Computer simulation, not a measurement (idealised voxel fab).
process module | voxel ribs on slabs
cross-section cut | 265 nm wide | cells 5 nm
A cross-section is a grid of square cells, given in bands from the top down. A band is one or more rows of cells.
Each band's line starts with the height of the band's top and of its bottom, in nm. Then come its materials from left to right, each with its width in nm. One material with "throughout" fills the band from edge to edge. "air" is empty space.
Height 0 is the level under which the wafer as received is all one material. The lowest band goes on downwards, as in "0 down".
A width such as "30 to 40" changes by the same amount from each row of cells to the next, from the band's top row to its bottom row.
"no change" after a step means that no cell of the cross-section changed.
closed voids: empty space of 8 cells or more with no open way to the top, each as width x height at its distance from the left edge, in nm
after a step's settings: what the simulator itself notes on the step
overlay nm, on a step with a mask: how far to the right of its planned place the mask lay; to the left if negative
plan
1 op RECEIVE | material Si
2 op DIRECTIONAL_DEP | material SiO2 | thk nm 30
3 op DIRECTIONAL_DEP | material SiN | thk nm 15
4 op PATTERN | tone cover | mask id RIB | material resist | width nm 20 | thk nm 20 | overlay nm 0
5 op DIRECTIONAL_ETCH | etch materials SiN | depth nm 10
6 op STRIP | etch materials resist
7 op PATTERN | tone cover | mask id SLAB | material resist | width nm 80 | thk nm 20 | overlay nm 0
8 op DIRECTIONAL_ETCH | etch materials SiN | depth nm 5
9 op STRIP | etch materials resist
10 op FILL_DEP | material SiO2 | thk nm 20
11 op CMP | height nm 55
12 op DIRECTIONAL_DEP | material W | thk nm 5
13 op DIRECTIONAL_DEP | material aC | thk nm 15
14 op PATTERN | tone cover | mask id HEATER | material resist | width nm 30 | thk nm 30 | overlay nm 0
15 op DIRECTIONAL_ETCH | etch materials aC | depth nm 15
16 op STRIP | etch materials resist
17 op DIRECTIONAL_ETCH | etch materials W | depth nm 5
18 op STRIP | etch materials aC
19 op CONFORMAL_DEP | material SiO2 | thk nm 10
first wafer, as planned
as received, after step 1
  0 down: Si throughout
  closed voids: none
after step 2
  30 to 0: SiO2 throughout
  below 0: unchanged
after step 3
  45 to 30: SiN throughout
  below 30: unchanged
after step 4
  65 to 45: air 120 | resist 20 | air 125
  below 45: unchanged
after step 5
  65 to 45: air 120 | resist 20 | air 125
  45 to 35: air 120 | SiN 20 | air 125
  below 35: unchanged
after step 6
  45 to 35: air 120 | SiN 20 | air 125
  below 35: unchanged
after step 7
  65 to 45: air 90 | resist 80 | air 95
  45 to 35: air 90 | resist 30 | SiN 20 | resist 30 | air 95
  below 35: unchanged
after step 8
  65 to 45: air 90 | resist 80 | air 95
  45 to 35: air 90 | resist 30 | SiN 20 | resist 30 | air 95
  35 to 30: air 90 | SiN 80 | air 95
  below 30: unchanged
after step 9
  45 to 35: air 120 | SiN 20 | air 125
  below 35: unchanged
after step 10
  65 to 45: SiO2 throughout
  45 to 35: SiO2 120 | SiN 20 | SiO2 125
  35 to 30: SiO2 90 | SiN 80 | SiO2 95
  below 30: unchanged
after step 11
  55 to 45: SiO2 throughout
  below 45: unchanged
after step 12
  60 to 55: W throughout
  below 55: unchanged
after step 13
  75 to 60: aC throughout
  below 60: unchanged
after step 14
  105 to 75: air 115 | resist 30 | air 120
  below 75: unchanged
after step 15
  90 to 75: air 115 | resist 30 | air 120
  75 to 60: air 115 | aC 30 | air 120
  below 60: unchanged
after step 16
  75 to 60: air 115 | aC 30 | air 120
  below 60: unchanged
after step 17
  75 to 60: air 115 | aC 30 | air 120
  60 to 55: air 115 | W 30 | air 120
  below 55: unchanged
after step 18
  60 to 55: air 115 | W 30 | air 120
  below 55: unchanged
after step 19
  70 to 65: air 105 | SiO2 50 | air 110
  65 to 60: SiO2 throughout
  60 to 55: SiO2 115 | W 30 | SiO2 120
  below 55: unchanged
second wafer: like start, like plan, one mistake. Through step 2 it matches the first wafer
when step 3 should have ended
  55 to 30: SiN throughout
  below 30: unchanged
when step 4 should have ended
  75 to 55: air 120 | resist 20 | air 125
  below 55: unchanged
when step 5 should have ended
  75 to 55: air 120 | resist 20 | air 125
  55 to 45: air 120 | SiN 20 | air 125
  below 45: unchanged
when step 6 should have ended
  55 to 45: air 120 | SiN 20 | air 125
  below 45: unchanged
when step 7 should have ended
  75 to 55: air 90 | resist 80 | air 95
  55 to 45: air 90 | resist 30 | SiN 20 | resist 30 | air 95
  below 45: unchanged
when step 8 should have ended
  75 to 55: air 90 | resist 80 | air 95
  55 to 45: air 90 | resist 30 | SiN 20 | resist 30 | air 95
  45 to 40: air 90 | SiN 80 | air 95
  below 40: unchanged
when step 9 should have ended
  55 to 45: air 120 | SiN 20 | air 125
  below 45: unchanged
when step 10 should have ended
  75 to 55: SiO2 throughout
  55 to 45: SiO2 120 | SiN 20 | SiO2 125
  45 to 40: SiO2 90 | SiN 80 | SiO2 95
  below 40: unchanged
when step 11 should have ended
  55 to 45: SiO2 120 | SiN 20 | SiO2 125
  below 45: unchanged
when step 12 should have ended
  60 to 55: W throughout
  below 55: unchanged
when step 13 should have ended
  75 to 60: aC throughout
  below 60: unchanged
when step 14 should have ended
  105 to 75: air 115 | resist 30 | air 120
  below 75: unchanged
when step 15 should have ended
  90 to 75: air 115 | resist 30 | air 120
  75 to 60: air 115 | aC 30 | air 120
  below 60: unchanged
when step 16 should have ended
  75 to 60: air 115 | aC 30 | air 120
  below 60: unchanged
when step 17 should have ended
  75 to 60: air 115 | aC 30 | air 120
  60 to 55: air 115 | W 30 | air 120
  below 55: unchanged
when step 18 should have ended
  60 to 55: air 115 | W 30 | air 120
  below 55: unchanged
when step 19 should have ended
  70 to 65: air 105 | SiO2 50 | air 110
  65 to 60: SiO2 throughout
  60 to 55: SiO2 115 | W 30 | SiO2 120
  below 55: unchanged
what went wrong: step 3 ran as: op DIRECTIONAL_DEP | material SiN | thk nm 25
at the end the second wafer has, in cells: 106 more of SiN | 106 fewer of SiO2
